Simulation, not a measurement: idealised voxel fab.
Process module in this document: voxel wiring stack
FYI the section here is cut, 245 nm wide, cells are 5 nm squares.
The cross-sections in this document take the form of a grid made of square cells. They are written out as bands, in order from top to bottom. Each band consists of one or more rows of cells. Each band's line starts with the height of the band's top and of its bottom, in nm. Then come its materials from left to right, each with its width in nm. One material with "full width" fills the band from edge to edge. "empty" is empty space. Height 0 is the level under which the wafer as received is all one material. The lowest band goes on downwards, as in "0..down". Think of "30->40" as a width that walks from the first number to the second as you go down the band, top row to bottom row, taking equal-sized steps from row to row. "nothing was modified" (step): cross-section cells unchanged, all of them. "Enclosed void inventory" means: voids of 8 cells or more that are shut off from the top with no open way through. Written width x height at distance, distance from the left edge, in nm. If you see something after the settings on a step's line, that's the simulator's own remark about that step. "overlay nm" on a masked step: distance the mask lay right of its planned place, negative for left.
## Intended process steps
1) RECEIVE with material Si
2) CONFORMAL_DEP with material SiO2, thk nm 15
3) DIRECTIONAL_DEP with material TiN, thk nm 5
4) DIRECTIONAL_DEP with material W, thk nm 20
5) DIRECTIONAL_DEP with material aC, thk nm 15
6) PATTERN with tone cover, mask id METAL_1, material resist, width nm 20, pitch nm 50, thk nm 35, overlay nm 0
7) DIRECTIONAL_ETCH with etch materials aC, depth nm 15
8) STRIP with etch materials resist
9) DIRECTIONAL_ETCH with etch materials W, depth nm 20
10) DIRECTIONAL_ETCH with etch materials TiN, depth nm 5
11) STRIP with etch materials aC
12) FILL_DEP with material lowk, thk nm 10
13) CMP with height nm 40
14) CONFORMAL_DEP with material SiCN, thk nm 5
15) DIRECTIONAL_DEP with material SiO2, thk nm 15
16) MASKED_ETCH with tone open, mask id PLUG_1, width nm 15, etch materials SiO2, depth nm 15, overlay nm 0
17) MASKED_ETCH with tone open, mask id PLUG_1, width nm 15, etch materials SiCN, depth nm 5, overlay nm 0
18) EPI with material Ru, thk nm 10
19) EPI with material Ru, thk nm 10
20) DIRECTIONAL_DEP with material TiN, thk nm 5
21) DIRECTIONAL_DEP with material Ru, thk nm 20
22) MASKED_ETCH with tone cover, mask id METAL_2, width nm 20, pitch nm 50, etch materials Ru, depth nm 20, overlay nm 0
23) MASKED_ETCH with tone cover, mask id METAL_2, width nm 20, pitch nm 50, etch materials TiN, depth nm 5, overlay nm 0
24) CONFORMAL_DEP with material SiN, thk nm 5
25) FILL_DEP with material lowk, thk nm 10
26) CMP with height nm 85
27) CONFORMAL_DEP with material SiCN, thk nm 5
28) DIRECTIONAL_DEP with material lowk, thk nm 10
29) DIRECTIONAL_DEP with material aC, thk nm 10
30) PATTERN with tone open, mask id PLUG_2, material resist, width nm 15, thk nm 25, overlay nm 0
31) DIRECTIONAL_ETCH with etch materials aC, depth nm 10
32) STRIP with etch materials resist
33) DIRECTIONAL_ETCH with etch materials lowk, depth nm 10
34) DIRECTIONAL_ETCH with etch materials SiCN, depth nm 5
35) STRIP with etch materials aC
36) CONFORMAL_DEP with material TiN, thk nm 5
37) FILL_DEP with material Cu, thk nm 5
38) CMP with height nm 100
39) CONFORMAL_DEP with material SiN, thk nm 5
40) DIRECTIONAL_DEP with material SiO2, thk nm 15
41) PATTERN with tone open, mask id METAL_3, material resist, width nm 20, pitch nm 50, thk nm 20, overlay nm 0
42) DIRECTIONAL_ETCH with etch materials SiO2, depth nm 15
43) DIRECTIONAL_ETCH with etch materials SiN, depth nm 5
44) STRIP with etch materials resist
45) CONFORMAL_DEP with material TiN, thk nm 5
46) FILL_DEP with material W, thk nm 5
47) CMP with height nm 120
48) EPI with material Ru, thk nm 5
49) FILL_DEP with material SiCN, thk nm 5
50) DIRECTIONAL_DEP with material lowk, thk nm 30
51) MASKED_ETCH with tone open, mask id METAL_4_HOLES, width nm 15, pitch nm 50, etch materials lowk, depth nm 30, overlay nm 0
52) PATTERN with tone open, mask id METAL_4, material resist, width nm 20, pitch nm 50, thk nm 20, overlay nm 0
53) DIRECTIONAL_ETCH with etch materials lowk, depth nm 15
54) DIRECTIONAL_ETCH with etch materials SiCN, depth nm 5
55) STRIP with etch materials resist
56) CONFORMAL_DEP with material TiN, thk nm 5
57) FILL_DEP with material Cu, thk nm 5
58) CMP with height nm 160
59) CONFORMAL_DEP with material SiCN, thk nm 5
## The first of the two wafers, which ran as planned
## Wafer cross-section on receipt, i.e. after step 1
    0..down: Si full width
    Enclosed void inventory: none
## So this is the wafer cross-section right after step 2
    15..0: SiO2 full width
    Under the height 0 nothing was changed.
## So this is the wafer cross-section right after step 3
    20..15: TiN full width
    Under the height 15 nothing was changed.
## So this is the wafer cross-section right after step 4
    40..20: W full width
    Under the height 20 nothing was changed.
## So this is the wafer cross-section right after step 5
    55..40: aC full width
    Under the height 40 nothing was changed.
## So this is the wafer cross-section right after step 6
    90..55: empty (85), resist (20), empty (30), resist (20), empty (90)
    Under the height 55 nothing was changed.
## So this is the wafer cross-section right after step 7
    75..55: empty (85), resist (20), empty (30), resist (20), empty (90)
    55..40: empty (85), aC (20), empty (30), aC (20), empty (90)
    Under the height 40 nothing was changed.
## So this is the wafer cross-section right after step 8
    55..40: empty (85), aC (20), empty (30), aC (20), empty (90)
    Under the height 40 nothing was changed.
## So this is the wafer cross-section right after step 9
    55..40: empty (85), aC (20), empty (30), aC (20), empty (90)
    40..20: empty (85), W (20), empty (30), W (20), empty (90)
    Under the height 20 nothing was changed.
## So this is the wafer cross-section right after step 10
    55..40: empty (85), aC (20), empty (30), aC (20), empty (90)
    40..20: empty (85), W (20), empty (30), W (20), empty (90)
    20..15: empty (85), TiN (20), empty (30), TiN (20), empty (90)
    Under the height 15 nothing was changed.
## So this is the wafer cross-section right after step 11
    40..20: empty (85), W (20), empty (30), W (20), empty (90)
    Under the height 20 nothing was changed.
## So this is the wafer cross-section right after step 12
    50..40: lowk full width
    40..20: lowk (85), W (20), lowk (30), W (20), lowk (90)
    20..15: lowk (85), TiN (20), lowk (30), TiN (20), lowk (90)
    Under the height 15 nothing was changed.
## So this is the wafer cross-section right after step 13
    40..20: lowk (85), W (20), lowk (30), W (20), lowk (90)
    Under the height 20 nothing was changed.
## So this is the wafer cross-section right after step 14
    45..40: SiCN full width
    Under the height 40 nothing was changed.
## So this is the wafer cross-section right after step 15
    60..45: SiO2 full width
    Under the height 45 nothing was changed.
## So this is the wafer cross-section right after step 16
    60..45: SiO2 (85), empty (15), SiO2 (145)
    Under the height 45 nothing was changed.
## So this is the wafer cross-section right after step 17
    60..45: SiO2 (85), empty (15), SiO2 (145)
    45..40: SiCN (85), empty (15), SiCN (145)
    Under the height 40 nothing was changed.
## So this is the wafer cross-section right after step 18
    60..50: SiO2 (85), empty (15), SiO2 (145)
    50..45: SiO2 (85), Ru (15), SiO2 (145)
    45..40: SiCN (85), Ru (15), SiCN (145)
    Under the height 40 nothing was changed.
## So this is the wafer cross-section right after step 19
    60..45: SiO2 (85), Ru (15), SiO2 (145)
    Under the height 45 nothing was changed.
## So this is the wafer cross-section right after step 20
    65..60: TiN full width
    Under the height 60 nothing was changed.
## So this is the wafer cross-section right after step 21
    85..65: Ru full width
    Under the height 65 nothing was changed.
## So this is the wafer cross-section right after step 22
    85..65: empty (85), Ru (20), empty (30), Ru (20), empty (90)
    Under the height 65 nothing was changed.
## So this is the wafer cross-section right after step 23
    85..65: empty (85), Ru (20), empty (30), Ru (20), empty (90)
    65..60: empty (85), TiN (20), empty (30), TiN (20), empty (90)
    Under the height 60 nothing was changed.
## So this is the wafer cross-section right after step 24
    90..85: empty (80), SiN (30), empty (20), SiN (30), empty (85)
    85..65: empty (80), SiN (5), Ru (20), SiN (5), empty (20), SiN (5), Ru (20), SiN (5), empty (85)
    65..60: SiN (85), TiN (20), SiN (30), TiN (20), SiN (90)
    Under the height 60 nothing was changed.
## So this is the wafer cross-section right after step 25
    100..90: lowk full width
    90..85: lowk (80), SiN (30), lowk (20), SiN (30), lowk (85)
    85..65: lowk (80), SiN (5), Ru (20), SiN (5), lowk (20), SiN (5), Ru (20), SiN (5), lowk (85)
    Under the height 65 nothing was changed.
## So this is the wafer cross-section right after step 26
    85..65: lowk (80), SiN (5), Ru (20), SiN (5), lowk (20), SiN (5), Ru (20), SiN (5), lowk (85)
    Under the height 65 nothing was changed.
## So this is the wafer cross-section right after step 27
    90..85: SiCN full width
    Under the height 85 nothing was changed.
## So this is the wafer cross-section right after step 28
    100..90: lowk full width
    Under the height 90 nothing was changed.
## So this is the wafer cross-section right after step 29
    110..100: aC full width
    Under the height 100 nothing was changed.
## So this is the wafer cross-section right after step 30
    135..110: resist (85), empty (15), resist (145)
    Under the height 110 nothing was changed.
## So this is the wafer cross-section right after step 31
    125..110: resist (85), empty (15), resist (145)
    110..100: aC (85), empty (15), aC (145)
    Under the height 100 nothing was changed.
## So this is the wafer cross-section right after step 32
    110..100: aC (85), empty (15), aC (145)
    Under the height 100 nothing was changed.
## So this is the wafer cross-section right after step 33
    110..100: aC (85), empty (15), aC (145)
    100..90: lowk (85), empty (15), lowk (145)
    Under the height 90 nothing was changed.
## So this is the wafer cross-section right after step 34
    110..100: aC (85), empty (15), aC (145)
    100..90: lowk (85), empty (15), lowk (145)
    90..85: SiCN (85), empty (15), SiCN (145)
    Under the height 85 nothing was changed.
## So this is the wafer cross-section right after step 35
    100..90: lowk (85), empty (15), lowk (145)
    Under the height 90 nothing was changed.
## So this is the wafer cross-section right after step 36
    105..100: TiN (90), empty (5), TiN (150)
    100..90: lowk (85), TiN (5), empty (5), TiN (5), lowk (145)
    90..85: SiCN (85), TiN (15), SiCN (145)
    Under the height 85 nothing was changed.
## So this is the wafer cross-section right after step 37
    110..105: Cu full width
    105..100: TiN (90), Cu (5), TiN (150)
    100..90: lowk (85), TiN (5), Cu (5), TiN (5), lowk (145)
    Under the height 90 nothing was changed.
## So this is the wafer cross-section right after step 38
    100..90: lowk (85), TiN (5), Cu (5), TiN (5), lowk (145)
    Under the height 90 nothing was changed.
## So this is the wafer cross-section right after step 39
    105..100: SiN full width
    Under the height 100 nothing was changed.
## So this is the wafer cross-section right after step 40
    120..105: SiO2 full width
    Under the height 105 nothing was changed.
## So this is the wafer cross-section right after step 41
    140..120: resist (85), empty (20), resist (30), empty (20), resist (90)
    Under the height 120 nothing was changed.
## So this is the wafer cross-section right after step 42
    140..120: resist (85), empty (20), resist (30), empty (20), resist (90)
    120..105: SiO2 (85), empty (20), SiO2 (30), empty (20), SiO2 (90)
    Under the height 105 nothing was changed.
## So this is the wafer cross-section right after step 43
    140..120: resist (85), empty (20), resist (30), empty (20), resist (90)
    120..105: SiO2 (85), empty (20), SiO2 (30), empty (20), SiO2 (90)
    105..100: SiN (85), empty (20), SiN (30), empty (20), SiN (90)
    Under the height 100 nothing was changed.
## So this is the wafer cross-section right after step 44
    120..105: SiO2 (85), empty (20), SiO2 (30), empty (20), SiO2 (90)
    Under the height 105 nothing was changed.
## So this is the wafer cross-section right after step 45
    125..120: TiN (90), empty (10), TiN (40), empty (10), TiN (95)
    120..105: SiO2 (85), TiN (5), empty (10), TiN (5), SiO2 (30), TiN (5), empty (10), TiN (5), SiO2 (90)
    105..100: SiN (85), TiN (20), SiN (30), TiN (20), SiN (90)
    Under the height 100 nothing was changed.
## So this is the wafer cross-section right after step 46
    130..125: W full width
    125..120: TiN (90), W (10), TiN (40), W (10), TiN (95)
    120..105: SiO2 (85), TiN (5), W (10), TiN (5), SiO2 (30), TiN (5), W (10), TiN (5), SiO2 (90)
    Under the height 105 nothing was changed.
## So this is the wafer cross-section right after step 47
    120..105: SiO2 (85), TiN (5), W (10), TiN (5), SiO2 (30), TiN (5), W (10), TiN (5), SiO2 (90)
    Under the height 105 nothing was changed.
## So this is the wafer cross-section right after step 48
    125..120: empty (80), Ru (30), empty (20), Ru (30), empty (85)
    Under the height 120 nothing was changed.
## So this is the wafer cross-section right after step 49
    130..125: SiCN full width
    125..120: SiCN (80), Ru (30), SiCN (20), Ru (30), SiCN (85)
    Under the height 120 nothing was changed.
## So this is the wafer cross-section right after step 50
    160..130: lowk full width
    Under the height 130 nothing was changed.
## So this is the wafer cross-section right after step 51
    160..130: lowk (85), empty (15), lowk (35), empty (15), lowk (95)
    Under the height 130 nothing was changed.
## So this is the wafer cross-section right after step 52
    180..160: resist (85), empty (20), resist (30), empty (20), resist (90)
    Under the height 160 nothing was changed.
## So this is the wafer cross-section right after step 53
    180..160: resist (85), empty (20), resist (30), empty (20), resist (90)
    160..145: lowk (85), empty (20), lowk (30), empty (20), lowk (90)
    Under the height 145 nothing was changed.
## So this is the wafer cross-section right after step 54
    180..160: resist (85), empty (20), resist (30), empty (20), resist (90)
    160..145: lowk (85), empty (20), lowk (30), empty (20), lowk (90)
    145..130: lowk (85), empty (15), lowk (35), empty (15), lowk (95)
    130..125: SiCN (85), empty (15), SiCN (35), empty (15), SiCN (95)
    Under the height 125 nothing was changed.
## So this is the wafer cross-section right after step 55
    160..145: lowk (85), empty (20), lowk (30), empty (20), lowk (90)
    Under the height 145 nothing was changed.
## So this is the wafer cross-section right after step 56
    165..160: TiN (90), empty (10), TiN (40), empty (10), TiN (95)
    160..150: lowk (85), TiN (5), empty (10), TiN (5), lowk (30), TiN (5), empty (10), TiN (5), lowk (90)
    150..145: lowk (85), TiN (5), empty (5), TiN (10), lowk (30), TiN (5), empty (5), TiN (10), lowk (90)
    145..130: lowk (85), TiN (5), empty (5), TiN (5), lowk (35), TiN (5), empty (5), TiN (5), lowk (95)
    130..125: SiCN (85), TiN (15), SiCN (35), TiN (15), SiCN (95)
    Under the height 125 nothing was changed.
## So this is the wafer cross-section right after step 57
    170..165: Cu full width
    165..160: TiN (90), Cu (10), TiN (40), Cu (10), TiN (95)
    160..150: lowk (85), TiN (5), Cu (10), TiN (5), lowk (30), TiN (5), Cu (10), TiN (5), lowk (90)
    150..145: lowk (85), TiN (5), Cu (5), TiN (10), lowk (30), TiN (5), Cu (5), TiN (10), lowk (90)
    145..130: lowk (85), TiN (5), Cu (5), TiN (5), lowk (35), TiN (5), Cu (5), TiN (5), lowk (95)
    Under the height 130 nothing was changed.
## So this is the wafer cross-section right after step 58
    160..150: lowk (85), TiN (5), Cu (10), TiN (5), lowk (30), TiN (5), Cu (10), TiN (5), lowk (90)
    Under the height 150 nothing was changed.
## So this is the wafer cross-section right after step 59
    165..160: SiCN full width
    Under the height 160 nothing was changed.
## Now the other wafer: same start, same recipe, but we messed up one thing when running it. Up to and including step 25 it's the same as the first one
Look at the second wafer in cross-section at the time step 26 ought to have finished: nothing was modified
## Look at the second wafer in cross-section at the time step 27 ought to have finished
    105..100: SiCN full width
    Under the height 100 nothing was changed.
## Look at the second wafer in cross-section at the time step 28 ought to have finished
    115..105: lowk full width
    Under the height 105 nothing was changed.
## Look at the second wafer in cross-section at the time step 29 ought to have finished
    125..115: aC full width
    Under the height 115 nothing was changed.
## Look at the second wafer in cross-section at the time step 30 ought to have finished
    150..125: resist (85), empty (15), resist (145)
    Under the height 125 nothing was changed.
## Look at the second wafer in cross-section at the time step 31 ought to have finished
    140..125: resist (85), empty (15), resist (145)
    125..115: aC (85), empty (15), aC (145)
    Under the height 115 nothing was changed.
## Look at the second wafer in cross-section at the time step 32 ought to have finished
    125..115: aC (85), empty (15), aC (145)
    Under the height 115 nothing was changed.
## Look at the second wafer in cross-section at the time step 33 ought to have finished
    125..115: aC (85), empty (15), aC (145)
    115..105: lowk (85), empty (15), lowk (145)
    Under the height 105 nothing was changed.
## Look at the second wafer in cross-section at the time step 34 ought to have finished
    125..115: aC (85), empty (15), aC (145)
    115..105: lowk (85), empty (15), lowk (145)
    105..100: SiCN (85), empty (15), SiCN (145)
    Under the height 100 nothing was changed.
## Look at the second wafer in cross-section at the time step 35 ought to have finished
    115..105: lowk (85), empty (15), lowk (145)
    Under the height 105 nothing was changed.
## Look at the second wafer in cross-section at the time step 36 ought to have finished
    120..115: TiN (90), empty (5), TiN (150)
    115..105: lowk (85), TiN (5), empty (5), TiN (5), lowk (145)
    105..100: SiCN (85), TiN (15), SiCN (145)
    Under the height 100 nothing was changed.
## Look at the second wafer in cross-section at the time step 37 ought to have finished
    125..120: Cu full width
    120..115: TiN (90), Cu (5), TiN (150)
    115..105: lowk (85), TiN (5), Cu (5), TiN (5), lowk (145)
    Under the height 105 nothing was changed.
## Look at the second wafer in cross-section at the time step 38 ought to have finished
    100..90: lowk full width
    Under the height 90 nothing was changed.
## Look at the second wafer in cross-section at the time step 39 ought to have finished
    105..100: SiN full width
    Under the height 100 nothing was changed.
## Look at the second wafer in cross-section at the time step 40 ought to have finished
    120..105: SiO2 full width
    Under the height 105 nothing was changed.
## Look at the second wafer in cross-section at the time step 41 ought to have finished
    140..120: resist (85), empty (20), resist (30), empty (20), resist (90)
    Under the height 120 nothing was changed.
## Look at the second wafer in cross-section at the time step 42 ought to have finished
    140..120: resist (85), empty (20), resist (30), empty (20), resist (90)
    120..105: SiO2 (85), empty (20), SiO2 (30), empty (20), SiO2 (90)
    Under the height 105 nothing was changed.
## Look at the second wafer in cross-section at the time step 43 ought to have finished
    140..120: resist (85), empty (20), resist (30), empty (20), resist (90)
    120..105: SiO2 (85), empty (20), SiO2 (30), empty (20), SiO2 (90)
    105..100: SiN (85), empty (20), SiN (30), empty (20), SiN (90)
    Under the height 100 nothing was changed.
## Look at the second wafer in cross-section at the time step 44 ought to have finished
    120..105: SiO2 (85), empty (20), SiO2 (30), empty (20), SiO2 (90)
    Under the height 105 nothing was changed.
## Look at the second wafer in cross-section at the time step 45 ought to have finished
    125..120: TiN (90), empty (10), TiN (40), empty (10), TiN (95)
    120..105: SiO2 (85), TiN (5), empty (10), TiN (5), SiO2 (30), TiN (5), empty (10), TiN (5), SiO2 (90)
    105..100: SiN (85), TiN (20), SiN (30), TiN (20), SiN (90)
    Under the height 100 nothing was changed.
## Look at the second wafer in cross-section at the time step 46 ought to have finished
    130..125: W full width
    125..120: TiN (90), W (10), TiN (40), W (10), TiN (95)
    120..105: SiO2 (85), TiN (5), W (10), TiN (5), SiO2 (30), TiN (5), W (10), TiN (5), SiO2 (90)
    Under the height 105 nothing was changed.
## Look at the second wafer in cross-section at the time step 47 ought to have finished
    120..105: SiO2 (85), TiN (5), W (10), TiN (5), SiO2 (30), TiN (5), W (10), TiN (5), SiO2 (90)
    Under the height 105 nothing was changed.
## Look at the second wafer in cross-section at the time step 48 ought to have finished
    125..120: empty (80), Ru (30), empty (20), Ru (30), empty (85)
    Under the height 120 nothing was changed.
## Look at the second wafer in cross-section at the time step 49 ought to have finished
    130..125: SiCN full width
    125..120: SiCN (80), Ru (30), SiCN (20), Ru (30), SiCN (85)
    Under the height 120 nothing was changed.
## Look at the second wafer in cross-section at the time step 50 ought to have finished
    160..130: lowk full width
    Under the height 130 nothing was changed.
## Look at the second wafer in cross-section at the time step 51 ought to have finished
    160..130: lowk (85), empty (15), lowk (35), empty (15), lowk (95)
    Under the height 130 nothing was changed.
## Look at the second wafer in cross-section at the time step 52 ought to have finished
    180..160: resist (85), empty (20), resist (30), empty (20), resist (90)
    Under the height 160 nothing was changed.
## Look at the second wafer in cross-section at the time step 53 ought to have finished
    180..160: resist (85), empty (20), resist (30), empty (20), resist (90)
    160..145: lowk (85), empty (20), lowk (30), empty (20), lowk (90)
    Under the height 145 nothing was changed.
## Look at the second wafer in cross-section at the time step 54 ought to have finished
    180..160: resist (85), empty (20), resist (30), empty (20), resist (90)
    160..145: lowk (85), empty (20), lowk (30), empty (20), lowk (90)
    145..130: lowk (85), empty (15), lowk (35), empty (15), lowk (95)
    130..125: SiCN (85), empty (15), SiCN (35), empty (15), SiCN (95)
    Under the height 125 nothing was changed.
## Look at the second wafer in cross-section at the time step 55 ought to have finished
    160..145: lowk (85), empty (20), lowk (30), empty (20), lowk (90)
    Under the height 145 nothing was changed.
## Look at the second wafer in cross-section at the time step 56 ought to have finished
    165..160: TiN (90), empty (10), TiN (40), empty (10), TiN (95)
    160..150: lowk (85), TiN (5), empty (10), TiN (5), lowk (30), TiN (5), empty (10), TiN (5), lowk (90)
    150..145: lowk (85), TiN (5), empty (5), TiN (10), lowk (30), TiN (5), empty (5), TiN (10), lowk (90)
    145..130: lowk (85), TiN (5), empty (5), TiN (5), lowk (35), TiN (5), empty (5), TiN (5), lowk (95)
    130..125: SiCN (85), TiN (15), SiCN (35), TiN (15), SiCN (95)
    Under the height 125 nothing was changed.
## Look at the second wafer in cross-section at the time step 57 ought to have finished
    170..165: Cu full width
    165..160: TiN (90), Cu (10), TiN (40), Cu (10), TiN (95)
    160..150: lowk (85), TiN (5), Cu (10), TiN (5), lowk (30), TiN (5), Cu (10), TiN (5), lowk (90)
    150..145: lowk (85), TiN (5), Cu (5), TiN (10), lowk (30), TiN (5), Cu (5), TiN (10), lowk (90)
    145..130: lowk (85), TiN (5), Cu (5), TiN (5), lowk (35), TiN (5), Cu (5), TiN (5), lowk (95)
    Under the height 130 nothing was changed.
## Look at the second wafer in cross-section at the time step 58 ought to have finished
    160..150: lowk (85), TiN (5), Cu (10), TiN (5), lowk (30), TiN (5), Cu (10), TiN (5), lowk (90)
    Under the height 150 nothing was changed.
## Look at the second wafer in cross-section at the time step 59 ought to have finished
    165..160: SiCN full width
    Under the height 160 nothing was changed.
What broke from the plan during processing? plan step 26 skipped
Final comparison by cell count, materials where the second wafer has more or fewer than the first: Cu: 2 fewer; SiCN: 46 fewer; SiN: 12 more; TiN: 7 fewer; lowk: 43 more
